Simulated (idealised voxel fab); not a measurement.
The name of this process module is voxel transistor to metal.
In the cross-section labelled cut, the width is 175 nm and each square cell is 5 nm.
Format of a cross-section: grid, square cells. Given as bands. Order: top down. Band: one or more rows of cells.
Band entry format. Leading values: height of top, height of bottom, nm. Remainder: materials in left-to-right order, each with its width in nm. Special words: "full width" on a single material, which then fills the band edge to edge; "blank", empty space.
All heights in this document are referenced to 0, defined as the level beneath which the wafer, as received, consists entirely of one material. The lowest band is not bounded below; it extends indefinitely downward and is written in the form "top 0, no bottom".
Per-row width for "30..40": begins at first number (top row of band), ends at second number (bottom row), increment between rows held constant.
Step marked "changes: none"? Then no cell in the cross-section changed in it.
Any empty space of 8 cells or more lacking an open way to the top shows up in "Trapped voids" as width x height at distance, distance from the left edge, in nm.
Heads up: the bit after the settings on a step's line is the simulator's remark on that step.
For masked steps, "overlay nm" on the step line gives how far right of plan the mask actually lay; a minus sign means it lay to the left.
Heads up before you read on: it's before/after pairs around one process step each, after side only down to the lowest band that changed, step plus settings under the pair. Pairs can be from different runs of this module, same starting wafer, so only chain a pair onto the one above if its "Pre-process state" entry says so.

Pre-process state
- top 40, bottom 25: blank=70  SiN=5  SiCN=25  SiN=5  blank=70
- top 25, bottom 0: blank=70  SiN=5  polySi=25  SiN=5  blank=70
- top 0, bottom -5: blank=20  SiN=5  blank=45  SiN=5  polySi=25  SiN=5  blank=45  SiN=5  blank=20
- top -5, bottom -10: SiO2=25  blank=45  SiO2=35  blank=45  SiO2=25
- top -10, bottom -20: SiO2=30  blank=40  Si=35  blank=40  SiO2=30
- top -20, bottom -30: SiO2=30  Si=115  SiO2=30
- top -30, no bottom: Si full width
- Trapped voids: none

Cross-Section Thereafter
- top 40, bottom 25: blank=70  SiN=5  SiCN=25  SiN=5  blank=70
- top 25, bottom 10: blank=70  SiN=5  polySi=25  SiN=5  blank=70
- top 10, bottom 0: blank=50  nSi=20  SiN=5  polySi=25  SiN=5  nSi=20  blank=50
- top 0, bottom -5: blank=20  SiN=5  nSi=45  SiN=5  polySi=25  SiN=5  nSi=45  SiN=5  blank=20
- top -5, bottom -10: SiO2=25  nSi=45  SiO2=35  nSi=45  SiO2=25
- top -10, bottom -20: SiO2=30  nSi=40  Si=35  nSi=40  SiO2=30
- Beneath the level -20, the cross-section is identical to its previous state.
- Trapped voids: none
To go from the before cross-section above to the after cross-section, apply EPI with material nSi, thk nm 20

Pre-process state: Please consult the pair immediately above; the cross-section it shows after its step is the state before this step.

Cross-Section Thereafter
- top 45, bottom 40: SiO2 full width
- top 40, bottom 25: SiO2=70  SiN=5  SiCN=25  SiN=5  SiO2=70
- top 25, bottom 10: SiO2=70  SiN=5  polySi=25  SiN=5  SiO2=70
- top 10, bottom 0: SiO2=50  nSi=20  SiN=5  polySi=25  SiN=5  nSi=20  SiO2=50
- top 0, bottom -5: SiO2=20  SiN=5  nSi=45  SiN=5  polySi=25  SiN=5  nSi=45  SiN=5  SiO2=20
- Beneath the level -5, the cross-section is identical to its previous state.
- Trapped voids: none
To go from the before cross-section above to the after cross-section, apply FILL_DEP with material SiO2, thk nm 5

Pre-process state: Please consult the pair immediately above; the cross-section it shows after its step is the state before this step.

Cross-Section Thereafter
- top 25, bottom 10: SiO2=70  SiN=5  polySi=25  SiN=5  SiO2=70
- Beneath the level 10, the cross-section is identical to its previous state.
- Trapped voids: none
To go from the before cross-section above to the after cross-section, apply CMP with height nm 25

Pre-process state: Please consult the pair immediately above; the cross-section it shows after its step is the state before this step.

Cross-Section Thereafter
- top 25, bottom 10: SiO2=70  SiN=5  blank=25  SiN=5  SiO2=70
- top 10, bottom 0: SiO2=50  nSi=20  SiN=5  blank=25  SiN=5  nSi=20  SiO2=50
- top 0, bottom -5: SiO2=20  SiN=5  nSi=45  SiN=5  blank=25  SiN=5  nSi=45  SiN=5  SiO2=20
- Beneath the level -5, the cross-section is identical to its previous state.
- Trapped voids: none
To go from the before cross-section above to the after cross-section, apply STRIP with etch materials polySi

Pre-process state: Please consult the pair immediately above; the cross-section it shows after its step is the state before this step.

Cross-Section Thereafter
- top 25, bottom 20: blank=70  SiN=5  blank=25  SiN=5  blank=70
- top 20, bottom 10: SiO2=70  SiN=5  blank=25  SiN=5  SiO2=70
- top 10, bottom 0: SiO2=50  nSi=20  SiN=5  blank=25  SiN=5  nSi=20  SiO2=50
- top 0, bottom -5: SiO2=20  SiN=5  nSi=45  SiN=5  blank=25  SiN=5  nSi=45  SiN=5  SiO2=20
- top -5, bottom -10: SiO2=25  nSi=45  blank=35  nSi=45  SiO2=25
- Beneath the level -10, the cross-section is identical to its previous state.
- Trapped voids: none
To go from the before cross-section above to the after cross-section, apply SELECTIVE_ETCH with etch materials SiO2, depth nm 5

Pre-process state: Please consult the pair immediately above; the cross-section it shows after its step is the state before this step.

Cross-Section Thereafter
- top 30, bottom 25: blank=65  HfO2=15  blank=15  HfO2=15  blank=65
- top 25, bottom 20: HfO2=70  SiN=5  HfO2=5  blank=15  HfO2=5  SiN=5  HfO2=70
- top 20, bottom 10: SiO2=70  SiN=5  HfO2=5  blank=15  HfO2=5  SiN=5  SiO2=70
- top 10, bottom 0: SiO2=50  nSi=20  SiN=5  HfO2=5  blank=15  HfO2=5  SiN=5  nSi=20  SiO2=50
- top 0, bottom -5: SiO2=20  SiN=5  nSi=45  SiN=5  HfO2=5  blank=15  HfO2=5  SiN=5  nSi=45  SiN=5  SiO2=20
- top -5, bottom -10: SiO2=25  nSi=45  HfO2=35  nSi=45  SiO2=25
- Beneath the level -10, the cross-section is identical to its previous state.
- Trapped voids: none
To go from the before cross-section above to the after cross-section, apply CONFORMAL_DEP with material HfO2, thk nm 5

Pre-process state: Please consult the pair immediately above; the cross-section it shows after its step is the state before this step.

Cross-Section Thereafter
- top 35, bottom 30: blank=60  TiN=25  blank=5  TiN=25  blank=60
- top 30, bottom 25: TiN=65  HfO2=15  TiN=5  blank=5  TiN=5  HfO2=15  TiN=65
- top 25, bottom 20: HfO2=70  SiN=5  HfO2=5  TiN=5  blank=5  TiN=5  HfO2=5  SiN=5  HfO2=70
- top 20, bottom 10: SiO2=70  SiN=5  HfO2=5  TiN=5  blank=5  TiN=5  HfO2=5  SiN=5  SiO2=70
- top 10, bottom 0: SiO2=50  nSi=20  SiN=5  HfO2=5  TiN=5  blank=5  TiN=5  HfO2=5  SiN=5  nSi=20  SiO2=50
- top 0, bottom -5: SiO2=20  SiN=5  nSi=45  SiN=5  HfO2=5  TiN=15  HfO2=5  SiN=5  nSi=45  SiN=5  SiO2=20
- Beneath the level -5, the cross-section is identical to its previous state.
- Trapped voids: none
To go from the before cross-section above to the after cross-section, apply CONFORMAL_DEP with material TiN, thk nm 5

Pre-process state: Please consult the pair immediately above; the cross-section it shows after its step is the state before this step.

Cross-Section Thereafter
- top 40, bottom 35: W full width
- top 35, bottom 30: W=60  TiN=25  W=5  TiN=25  W=60
- top 30, bottom 25: TiN=65  HfO2=15  TiN=5  W=5  TiN=5  HfO2=15  TiN=65
- top 25, bottom 20: HfO2=70  SiN=5  HfO2=5  TiN=5  W=5  TiN=5  HfO2=5  SiN=5  HfO2=70
- top 20, bottom 10: SiO2=70  SiN=5  HfO2=5  TiN=5  W=5  TiN=5  HfO2=5  SiN=5  SiO2=70
- top 10, bottom 0: SiO2=50  nSi=20  SiN=5  HfO2=5  TiN=5  W=5  TiN=5  HfO2=5  SiN=5  nSi=20  SiO2=50
- Beneath the level 0, the cross-section is identical to its previous state.
- Trapped voids: none
To go from the before cross-section above to the after cross-section, apply FILL_DEP with material W, thk nm 5

Pre-process state: Please consult the pair immediately above; the cross-section it shows after its step is the state before this step.

Cross-Section Thereafter
- top 20, bottom 10: SiO2=70  SiN=5  HfO2=5  TiN=5  W=5  TiN=5  HfO2=5  SiN=5  SiO2=70
- Beneath the level 10, the cross-section is identical to its previous state.
- Trapped voids: none
To go from the before cross-section above to the after cross-section, apply CMP with height nm 20

Pre-process state: Please consult the pair immediately above; the cross-section it shows after its step is the state before this step.

Cross-Section Thereafter
- top 35, bottom 20: SiO2 full width
- Beneath the level 20, the cross-section is identical to its previous state.
- Trapped voids: none
To go from the before cross-section above to the after cross-section, apply DIRECTIONAL_DEP with material SiO2, thk nm 15

Pre-process state: Please consult the pair immediately above; the cross-section it shows after its step is the state before this step.

Cross-Section Thereafter
- top 45, bottom 35: aC full width
- Beneath the level 35, the cross-section is identical to its previous state.
- Trapped voids: none
To go from the before cross-section above to the after cross-section, apply DIRECTIONAL_DEP with material aC, thk nm 10

Pre-process state: Please consult the pair immediately above; the cross-section it shows after its step is the state before this step.

Cross-Section Thereafter
- top 75, bottom 45: resist=35  blank=20  resist=65  blank=20  resist=35
- Beneath the level 45, the cross-section is identical to its previous state.
- Trapped voids: none
To go from the before cross-section above to the after cross-section, apply PATTERN with tone open, mask id CONTACT, material resist, width nm 20, pitch nm 85, thk nm 30, overlay nm 0

Pre-process state: Please consult the pair immediately above; the cross-section it shows after its step is the state before this step.

Cross-Section Thereafter
- top 65, bottom 45: resist=35  blank=20  resist=65  blank=20  resist=35
- top 45, bottom 35: aC=35  blank=20  aC=65  blank=20  aC=35
- Beneath the level 35, the cross-section is identical to its previous state.
- Trapped voids: none
To go from the before cross-section above to the after cross-section, apply DIRECTIONAL_ETCH with etch materials aC, depth nm 10

Pre-process state: Please consult the pair immediately above; the cross-section it shows after its step is the state before this step.

Cross-Section Thereafter
- top 45, bottom 35: aC=35  blank=20  aC=65  blank=20  aC=35
- Beneath the level 35, the cross-section is identical to its previous state.
- Trapped voids: none
To go from the before cross-section above to the after cross-section, apply STRIP with etch materials resist

Pre-process state: Please consult the pair immediately above; the cross-section it shows after its step is the state before this step.

Cross-Section Thereafter
- top 45, bottom 35: aC=35  blank=20  aC=65  blank=20  aC=35
- top 35, bottom 20: SiO2=35  blank=20  SiO2=65  blank=20  SiO2=35
- top 20, bottom 10: SiO2=35  blank=20  SiO2=15  SiN=5  HfO2=5  TiN=5  W=5  TiN=5  HfO2=5  SiN=5  SiO2=15  blank=20  SiO2=35
- top 10, bottom 0: SiO2=35  blank=15  nSi=20  SiN=5  HfO2=5  TiN=5  W=5  TiN=5  HfO2=5  SiN=5  nSi=20  blank=15  SiO2=35
- Beneath the level 0, the cross-section is identical to its previous state.
- Trapped voids: none
To go from the before cross-section above to the after cross-section, apply DIRECTIONAL_ETCH with etch materials SiO2, depth nm 40

Pre-process state: Please consult the pair immediately above; the cross-section it shows after its step is the state before this step.

Cross-Section Thereafter
- top 35, bottom 20: SiO2=35  blank=20  SiO2=65  blank=20  SiO2=35
- Beneath the level 20, the cross-section is identical to its previous state.
- Trapped voids: none
To go from the before cross-section above to the after cross-section, apply STRIP with etch materials aC

Pre-process state: Please consult the pair immediately above; the cross-section it shows after its step is the state before this step.

Cross-Section Thereafter
- top 40, bottom 35: TiN=40  blank=10  TiN=75  blank=10  TiN=40
- top 35, bottom 20: SiO2=35  TiN=5  blank=10  TiN=5  SiO2=65  TiN=5  blank=10  TiN=5  SiO2=35
- top 20, bottom 10: SiO2=35  TiN=5  blank=10..5  TiN=5..10  SiO2=15  SiN=5  HfO2=5  TiN=5  W=5  TiN=5  HfO2=5  SiN=5  SiO2=15  TiN=5..10  blank=10..5  TiN=5  SiO2=35
- top 10, bottom 5: SiO2=35  TiN=5  blank=5  TiN=5  nSi=20  SiN=5  HfO2=5  TiN=5  W=5  TiN=5  HfO2=5  SiN=5  nSi=20  TiN=5  blank=5  TiN=5  SiO2=35
- top 5, bottom 0: SiO2=35  TiN=15  nSi=20  SiN=5  HfO2=5  TiN=5  W=5  TiN=5  HfO2=5  SiN=5  nSi=20  TiN=15  SiO2=35
- Beneath the level 0, the cross-section is identical to its previous state.
- Trapped voids: none
To go from the before cross-section above to the after cross-section, apply CONFORMAL_DEP with material TiN, thk nm 5

Pre-process state: Please consult the pair immediately above; the cross-section it shows after its step is the state before this step.

Cross-Section Thereafter
- top 45, bottom 40: W full width
- top 40, bottom 35: TiN=40  W=10  TiN=75  W=10  TiN=40
- top 35, bottom 20: SiO2=35  TiN=5  W=10  TiN=5  SiO2=65  TiN=5  W=10  TiN=5  SiO2=35
- top 20, bottom 10: SiO2=35  TiN=5  W=10..5  TiN=5..10  SiO2=15  SiN=5  HfO2=5  TiN=5  W=5  TiN=5  HfO2=5  SiN=5  SiO2=15  TiN=5..10  W=10..5  TiN=5  SiO2=35
- top 10, bottom 5: SiO2=35  TiN=5  W=5  TiN=5  nSi=20  SiN=5  HfO2=5  TiN=5  W=5  TiN=5  HfO2=5  SiN=5  nSi=20  TiN=5  W=5  TiN=5  SiO2=35
- Beneath the level 5, the cross-section is identical to its previous state.
- Trapped voids: none
To go from the before cross-section above to the after cross-section, apply FILL_DEP with material W, thk nm 5

Pre-process state: Please consult the pair immediately above; the cross-section it shows after its step is the state before this step.

Cross-Section Thereafter
- top 35, bottom 20: SiO2=35  TiN=5  W=10  TiN=5  SiO2=65  TiN=5  W=10  TiN=5  SiO2=35
- Beneath the level 20, the cross-section is identical to its previous state.
- Trapped voids: none
To go from the before cross-section above to the after cross-section, apply CMP with height nm 35

Pre-process state: Please consult the pair immediately above; the cross-section it shows after its step is the state before this step.

Cross-Section Thereafter
- top 40, bottom 35: TiN full width
- Beneath the level 35, the cross-section is identical to its previous state.
- Trapped voids: none
To go from the before cross-section above to the after cross-section, apply DIRECTIONAL_DEP with material TiN, thk nm 5

Pre-process state: Please consult the pair immediately above; the cross-section it shows after its step is the state before this step.

Cross-Section Thereafter
- top 55, bottom 40: Ru full width
- Beneath the level 40, the cross-section is identical to its previous state.
- Trapped voids: none
To go from the before cross-section above to the after cross-section, apply DIRECTIONAL_DEP with material Ru, thk nm 15

Pre-process state: Please consult the pair immediately above; the cross-section it shows after its step is the state before this step.

Cross-Section Thereafter
- top 55, bottom 40: blank=35  Ru=20  blank=65  Ru=20  blank=35
- Beneath the level 40, the cross-section is identical to its previous state.
- Trapped voids: none
To go from the before cross-section above to the after cross-section, apply MASKED_ETCH with tone cover, mask id METAL_1, width nm 20, pitch nm 85, etch materials Ru, depth nm 15, overlay nm 0

Pre-process state: Please consult the pair immediately above; the cross-section it shows after its step is the state before this step.

Cross-Section Thereafter
- top 55, bottom 40: blank=35  Ru=20  blank=65  Ru=20  blank=35
- top 40, bottom 35: blank=35  TiN=20  blank=65  TiN=20  blank=35
- Beneath the level 35, the cross-section is identical to its previous state.
- Trapped voids: none
To go from the before cross-section above to the after cross-section, apply MASKED_ETCH with tone cover, mask id METAL_1, width nm 20, pitch nm 85, etch materials TiN, depth nm 5, overlay nm 0

Pre-process state: Please consult the pair immediately above; the cross-section it shows after its step is the state before this step.

Cross-Section Thereafter
- top 65, bottom 55: SiO2 full width
- top 55, bottom 40: SiO2=35  Ru=20  SiO2=65  Ru=20  SiO2=35
- top 40, bottom 35: SiO2=35  TiN=20  SiO2=65  TiN=20  SiO2=35
- Beneath the level 35, the cross-section is identical to its previous state.
- Trapped voids: none
To go from the before cross-section above to the after cross-section, apply FILL_DEP with material SiO2, thk nm 10

Pre-process state: Please consult the pair immediately above; the cross-section it shows after its step is the state before this step.

Cross-Section Thereafter
- top 55, bottom 40: SiO2=35  Ru=20  SiO2=65  Ru=20  SiO2=35
- Beneath the level 40, the cross-section is identical to its previous state.
- Trapped voids: none
To go from the before cross-section above to the after cross-section, apply CMP with height nm 55

Pre-process state: Please consult the pair immediately above; the cross-section it shows after its step is the state before this step.

Cross-Section Thereafter
- top 60, bottom 55: SiCN full width
- Beneath the level 55, the cross-section is identical to its previous state.
- Trapped voids: none
To go from the before cross-section above to the after cross-section, apply CONFORMAL_DEP with material SiCN, thk nm 5

Pre-process state: Please consult the pair immediately above; the cross-section it shows after its step is the state before this step.

Cross-Section Thereafter
- top 85, bottom 60: SiO2 full width
- Beneath the level 60, the cross-section is identical to its previous state.
- Trapped voids: none
To go from the before cross-section above to the after cross-section, apply DIRECTIONAL_DEP with material SiO2, thk nm 25

Pre-process state: Please consult the pair immediately above; the cross-section it shows after its step is the state before this step.

Cross-Section Thereafter
- top 85, bottom 60: SiO2=35  blank=15  SiO2=70  blank=15  SiO2=40
- Beneath the level 60, the cross-section is identical to its previous state.
- Trapped voids: none
To go from the before cross-section above to the after cross-section, apply MASKED_ETCH with tone open, mask id METAL_2_HOLES, width nm 15, pitch nm 85, etch materials SiO2, depth nm 25, overlay nm 0

Pre-process state: Please consult the pair immediately above; the cross-section it shows after its step is the state before this step.

Cross-Section Thereafter
- top 100, bottom 85: aC=35  blank=15  aC=70  blank=15  aC=40
- top 85, bottom 75: SiO2=35  blank=15  SiO2=70  blank=15  SiO2=40
- top 75, bottom 60: SiO2=35  aC=15  SiO2=70  aC=15  SiO2=40
- Beneath the level 60, the cross-section is identical to its previous state.
- Trapped voids: none
To go from the before cross-section above to the after cross-section, apply DIRECTIONAL_DEP with material aC, thk nm 15

Pre-process state: Please consult the pair immediately above; the cross-section it shows after its step is the state before this step.

Cross-Section Thereafter
- top 135, bottom 100: resist=35  blank=20  resist=65  blank=20  resist=35
- Beneath the level 100, the cross-section is identical to its previous state.
- Trapped voids: none
To go from the before cross-section above to the after cross-section, apply PATTERN with tone open, mask id METAL_2, material resist, width nm 20, pitch nm 85, thk nm 35, overlay nm 0

Pre-process state: Please consult the pair immediately above; the cross-section it shows after its step is the state before this step.

Cross-Section Thereafter
- top 120, bottom 100: resist=35  blank=20  resist=65  blank=20  resist=35
- top 100, bottom 85: aC=35  blank=20  aC=65  blank=20  aC=35
- top 85, bottom 60: SiO2=35  blank=15  SiO2=70  blank=15  SiO2=40
- Beneath the level 60, the cross-section is identical to its previous state.
- Trapped voids: none
To go from the before cross-section above to the after cross-section, apply DIRECTIONAL_ETCH with etch materials aC, depth nm 15

Pre-process state: Please consult the pair immediately above; the cross-section it shows after its step is the state before this step.

Cross-Section Thereafter
- top 100, bottom 85: aC=35  blank=20  aC=65  blank=20  aC=35
- Beneath the level 85, the cross-section is identical to its previous state.
- Trapped voids: none
To go from the before cross-section above to the after cross-section, apply STRIP with etch materials resist

Pre-process state: Please consult the pair immediately above; the cross-section it shows after its step is the state before this step.

Cross-Section Thereafter
- top 100, bottom 85: aC=35  blank=20  aC=65  blank=20  aC=35
- top 85, bottom 70: SiO2=35  blank=20  SiO2=65  blank=20  SiO2=35
- Beneath the level 70, the cross-section is identical to its previous state.
- Trapped voids: none
To go from the before cross-section above to the after cross-section, apply DIRECTIONAL_ETCH with etch materials SiO2, depth nm 15

Pre-process state: Please consult the pair immediately above; the cross-section it shows after its step is the state before this step.

Cross-Section Thereafter
- top 100, bottom 85: aC=35  blank=20  aC=65  blank=20  aC=35
- top 85, bottom 70: SiO2=35  blank=20  SiO2=65  blank=20  SiO2=35
- top 70, bottom 60: SiO2=35  blank=15  SiO2=70  blank=15  SiO2=40
- top 60, bottom 55: SiCN=35  blank=15  SiCN=70  blank=15  SiCN=40
- Beneath the level 55, the cross-section is identical to its previous state.
- Trapped voids: none
To go from the before cross-section above to the after cross-section, apply DIRECTIONAL_ETCH with etch materials SiCN, depth nm 5

Pre-process state: Please consult the pair immediately above; the cross-section it shows after its step is the state before this step.

Cross-Section Thereafter
- top 85, bottom 70: SiO2=35  blank=20  SiO2=65  blank=20  SiO2=35
- Beneath the level 70, the cross-section is identical to its previous state.
- Trapped voids: none
To go from the before cross-section above to the after cross-section, apply STRIP with etch materials aC

Pre-process state: Please consult the pair immediately above; the cross-section it shows after its step is the state before this step.

Cross-Section Thereafter
- top 90, bottom 85: TiN=40  blank=10  TiN=75  blank=10  TiN=40
- top 85, bottom 75: SiO2=35  TiN=5  blank=10  TiN=5  SiO2=65  TiN=5  blank=10  TiN=5  SiO2=35
- top 75, bottom 70: SiO2=35  TiN=5  blank=5  TiN=10  SiO2=65  TiN=5  blank=5  TiN=10  SiO2=35
- top 70, bottom 60: SiO2=35  TiN=5  blank=5  TiN=5  SiO2=70  TiN=5  blank=5  TiN=5  SiO2=40
- top 60, bottom 55: SiCN=35  TiN=15  SiCN=70  TiN=15  SiCN=40
- Beneath the level 55, the cross-section is identical to its previous state.
- Trapped voids: none
To go from the before cross-section above to the after cross-section, apply CONFORMAL_DEP with material TiN, thk nm 5

Pre-process state: Please consult the pair immediately above; the cross-section it shows after its step is the state before this step.

Cross-Section Thereafter
- top 95, bottom 90: Ru full width
- top 90, bottom 85: TiN=40  Ru=10  TiN=75  Ru=10  TiN=40
- top 85, bottom 75: SiO2=35  TiN=5  Ru=10  TiN=5  SiO2=65  TiN=5  Ru=10  TiN=5  SiO2=35
- top 75, bottom 70: SiO2=35  TiN=5  Ru=5  TiN=10  SiO2=65  TiN=5  Ru=5  TiN=10  SiO2=35
- top 70, bottom 60: SiO2=35  TiN=5  Ru=5  TiN=5  SiO2=70  TiN=5  Ru=5  TiN=5  SiO2=40
- Beneath the level 60, the cross-section is identical to its previous state.
- Trapped voids: none
To go from the before cross-section above to the after cross-section, apply FILL_DEP with material Ru, thk nm 5

Pre-process state: Please consult the pair immediately above; the cross-section it shows after its step is the state before this step.

Cross-Section Thereafter
- top 85, bottom 75: SiO2=35  TiN=5  Ru=10  TiN=5  SiO2=65  TiN=5  Ru=10  TiN=5  SiO2=35
- Beneath the level 75, the cross-section is identical to its previous state.
- Trapped voids: none
To go from the before cross-section above to the after cross-section, apply CMP with height nm 85

Pre-process state: Please consult the pair immediately above; the cross-section it shows after its step is the state before this step.

Cross-Section Thereafter
- top 90, bottom 85: SiCN full width
- Beneath the level 85, the cross-section is identical to its previous state.
- Trapped voids: none
To go from the before cross-section above to the after cross-section, apply CONFORMAL_DEP with material SiCN, thk nm 5

Pre-process state
- top 85, bottom 60: SiO2 full width
- top 60, bottom 55: SiCN full width
- top 55, bottom 40: SiO2=35  Ru=20  SiO2=65  Ru=20  SiO2=35
- top 40, bottom 35: SiO2=35  TiN=20  SiO2=65  TiN=20  SiO2=35
- top 35, bottom 20: SiO2=35  TiN=5  W=10  TiN=5  SiO2=65  TiN=5  W=10  TiN=5  SiO2=35
- top 20, bottom 5: SiO2=35  TiN=5  W=10  TiN=5  SiO2=15  SiN=5  HfO2=5  TiN=5  W=5  TiN=5  HfO2=5  SiN=5  SiO2=15  TiN=5  W=10  TiN=5  SiO2=35
- top 5, bottom 0: SiO2=35  TiN=5  W=10  TiN=5  nSi=15  SiN=5  HfO2=5  TiN=5  W=5  TiN=5  HfO2=5  SiN=5  nSi=15  TiN=5  W=10  TiN=5  SiO2=35
- top 0, bottom -5: SiO2=20  SiN=5  SiO2=10  TiN=20  nSi=15  SiN=5  HfO2=5  TiN=15  HfO2=5  SiN=5  nSi=15  TiN=20  SiO2=10  SiN=5  SiO2=20
- top -5, bottom -10: SiO2=25  nSi=45  HfO2=35  nSi=45  SiO2=25
- top -10, bottom -20: SiO2=30  nSi=40  Si=35  nSi=40  SiO2=30
- top -20, bottom -30: SiO2=30  Si=115  SiO2=30
- top -30, no bottom: Si full width
- Trapped voids: none

Cross-Section Thereafter
- top 85, bottom 60: SiO2=30  blank=25  SiO2=60  blank=25  SiO2=35
- Beneath the level 60, the cross-section is identical to its previous state.
- Trapped voids: none
To go from the before cross-section above to the after cross-section, apply MASKED_ETCH with tone open, mask id METAL_2_HOLES, width nm 25, pitch nm 85, etch materials SiO2, depth nm 25, overlay nm 0

Pre-process state: Please consult the pair immediately above; the cross-section it shows after its step is the state before this step.

Cross-Section Thereafter
- top 100, bottom 85: aC=30  blank=25  aC=60  blank=25  aC=35
- top 85, bottom 75: SiO2=30  blank=25  SiO2=60  blank=25  SiO2=35
- top 75, bottom 60: SiO2=30  aC=25  SiO2=60  aC=25  SiO2=35
- Beneath the level 60, the cross-section is identical to its previous state.
- Trapped voids: none
To go from the before cross-section above to the after cross-section, apply DIRECTIONAL_DEP with material aC, thk nm 15

Pre-process state: Please consult the pair immediately above; the cross-section it shows after its step is the state before this step.

Cross-Section Thereafter
- top 135, bottom 100: resist=35  blank=20  resist=65  blank=20  resist=35
- top 100, bottom 85: aC=30  resist=5  blank=20  aC=60  resist=5  blank=20  aC=35
- top 85, bottom 75: SiO2=30  resist=5  blank=20  SiO2=60  resist=5  blank=20  SiO2=35
- Beneath the level 75, the cross-section is identical to its previous state.
- Trapped voids: none
To go from the before cross-section above to the after cross-section, apply PATTERN with tone open, mask id METAL_2, material resist, width nm 20, pitch nm 85, thk nm 35, overlay nm 0

Pre-process state: Please consult the pair immediately above; the cross-section it shows after its step is the state before this step.

Cross-Section Thereafter
- top 120, bottom 100: resist=35  blank=20  resist=65  blank=20  resist=35
- top 100, bottom 85: aC=30  resist=5  blank=20  aC=60  resist=5  blank=20  aC=35
- top 85, bottom 75: SiO2=30  resist=5  blank=20  SiO2=60  resist=5  blank=20  SiO2=35
- top 75, bottom 60: SiO2=30  aC=5  blank=20  SiO2=60  aC=5  blank=20  SiO2=35
- Beneath the level 60, the cross-section is identical to its previous state.
- Trapped voids: none
To go from the before cross-section above to the after cross-section, apply DIRECTIONAL_ETCH with etch materials aC, depth nm 15

Pre-process state: Please consult the pair immediately above; the cross-section it shows after its step is the state before this step.

Cross-Section Thereafter
- top 100, bottom 85: aC=30  blank=25  aC=60  blank=25  aC=35
- top 85, bottom 75: SiO2=30  blank=25  SiO2=60  blank=25  SiO2=35
- Beneath the level 75, the cross-section is identical to its previous state.
- Trapped voids: none
To go from the before cross-section above to the after cross-section, apply STRIP with etch materials resist

Pre-process state: Please consult the pair immediately above; the cross-section it shows after its step is the state before this step.

Cross-Section Thereafter
- top 100, bottom 85: aC=30  blank=25  aC=60  blank=25  aC=35
- top 85, bottom 75: SiO2=30  blank=25  SiO2=60  blank=25  SiO2=35
- top 75, bottom 60: SiO2=30  aC=5  blank=20  SiO2=60  aC=5  blank=20  SiO2=35
- top 60, bottom 55: SiCN=35  blank=20  SiCN=65  blank=20  SiCN=35
- Beneath the level 55, the cross-section is identical to its previous state.
- Trapped voids: none
To go from the before cross-section above to the after cross-section, apply DIRECTIONAL_ETCH with etch materials SiCN, depth nm 5

Pre-process state: Please consult the pair immediately above; the cross-section it shows after its step is the state before this step.

Cross-Section Thereafter
- top 85, bottom 60: SiO2=30  blank=25  SiO2=60  blank=25  SiO2=35
- Beneath the level 60, the cross-section is identical to its previous state.
- Trapped voids: none
To go from the before cross-section above to the after cross-section, apply STRIP with etch materials aC

Pre-process state: Please consult the pair immediately above; the cross-section it shows after its step is the state before this step.

Cross-Section Thereafter
- top 90, bottom 85: TiN=35  blank=15  TiN=70  blank=15  TiN=40
- top 85, bottom 65: SiO2=30  TiN=5  blank=15  TiN=5  SiO2=60  TiN=5  blank=15  TiN=5  SiO2=35
- top 65, bottom 60: SiO2=30  TiN=10  blank=10  TiN=5  SiO2=60  TiN=10  blank=10  TiN=5  SiO2=35
- top 60, bottom 55: SiCN=35  TiN=20  SiCN=65  TiN=20  SiCN=35
- Beneath the level 55, the cross-section is identical to its previous state.
- Trapped voids: none
To go from the before cross-section above to the after cross-section, apply CONFORMAL_DEP with material TiN, thk nm 5

Pre-process state: Please consult the pair immediately above; the cross-section it shows after its step is the state before this step.

Cross-Section Thereafter
- top 95, bottom 90: Ru full width
- top 90, bottom 85: TiN=35  Ru=15  TiN=70  Ru=15  TiN=40
- top 85, bottom 65: SiO2=30  TiN=5  Ru=15  TiN=5  SiO2=60  TiN=5  Ru=15  TiN=5  SiO2=35
- top 65, bottom 60: SiO2=30  TiN=10  Ru=10  TiN=5  SiO2=60  TiN=10  Ru=10  TiN=5  SiO2=35
- Beneath the level 60, the cross-section is identical to its previous state.
- Trapped voids: none
To go from the before cross-section above to the after cross-section, apply FILL_DEP with material Ru, thk nm 5

Pre-process state: Please consult the pair immediately above; the cross-section it shows after its step is the state before this step.

Cross-Section Thereafter
- top 85, bottom 65: SiO2=30  TiN=5  Ru=15  TiN=5  SiO2=60  TiN=5  Ru=15  TiN=5  SiO2=35
- Beneath the level 65, the cross-section is identical to its previous state.
- Trapped voids: none
To go from the before cross-section above to the after cross-section, apply CMP with height nm 85

Pre-process state: Please consult the pair immediately above; the cross-section it shows after its step is the state before this step.

Cross-Section Thereafter
- top 90, bottom 85: SiCN full width
- Beneath the level 85, the cross-section is identical to its previous state.
- Trapped voids: none
To go from the before cross-section above to the after cross-section, apply CONFORMAL_DEP with material SiCN, thk nm 5

Pre-process state
- top 55, bottom 40: Ru full width
- top 40, bottom 35: TiN full width
- top 35, bottom 20: SiO2=35  TiN=5  W=10  TiN=5  SiO2=65  TiN=5  W=10  TiN=5  SiO2=35
- top 20, bottom 5: SiO2=35  TiN=5  W=10  TiN=5  SiO2=15  SiN=5  HfO2=5  TiN=5  W=5  TiN=5  HfO2=5  SiN=5  SiO2=15  TiN=5  W=10  TiN=5  SiO2=35
- top 5, bottom 0: SiO2=35  TiN=5  W=10  TiN=5  nSi=15  SiN=5  HfO2=5  TiN=5  W=5  TiN=5  HfO2=5  SiN=5  nSi=15  TiN=5  W=10  TiN=5  SiO2=35
- top 0, bottom -5: SiO2=20  SiN=5  SiO2=10  TiN=20  nSi=15  SiN=5  HfO2=5  TiN=15  HfO2=5  SiN=5  nSi=15  TiN=20  SiO2=10  SiN=5  SiO2=20
- top -5, bottom -10: SiO2=25  nSi=45  HfO2=35  nSi=45  SiO2=25
- top -10, bottom -20: SiO2=30  nSi=40  Si=35  nSi=40  SiO2=30
- top -20, bottom -30: SiO2=30  Si=115  SiO2=30
- top -30, no bottom: Si full width
- Trapped voids: none

Cross-Section Thereafter
- top 55, bottom 40: blank=25  Ru=20  blank=65  Ru=20  blank=45
- Beneath the level 40, the cross-section is identical to its previous state.
- Trapped voids: none
To go from the before cross-section above to the after cross-section, apply MASKED_ETCH with tone cover, mask id METAL_1, width nm 20, pitch nm 85, etch materials Ru, depth nm 15, overlay nm -10

Pre-process state: Please consult the pair immediately above; the cross-section it shows after its step is the state before this step.

Cross-Section Thereafter
- top 55, bottom 40: blank=25  Ru=20  blank=65  Ru=20  blank=45
- top 40, bottom 35: blank=25  TiN=30  blank=55  TiN=30  blank=35
- Beneath the level 35, the cross-section is identical to its previous state.
- Trapped voids: none
To go from the before cross-section above to the after cross-section, apply MASKED_ETCH with tone cover, mask id METAL_1, width nm 20, pitch nm 85, etch materials TiN, depth nm 5, overlay nm 0
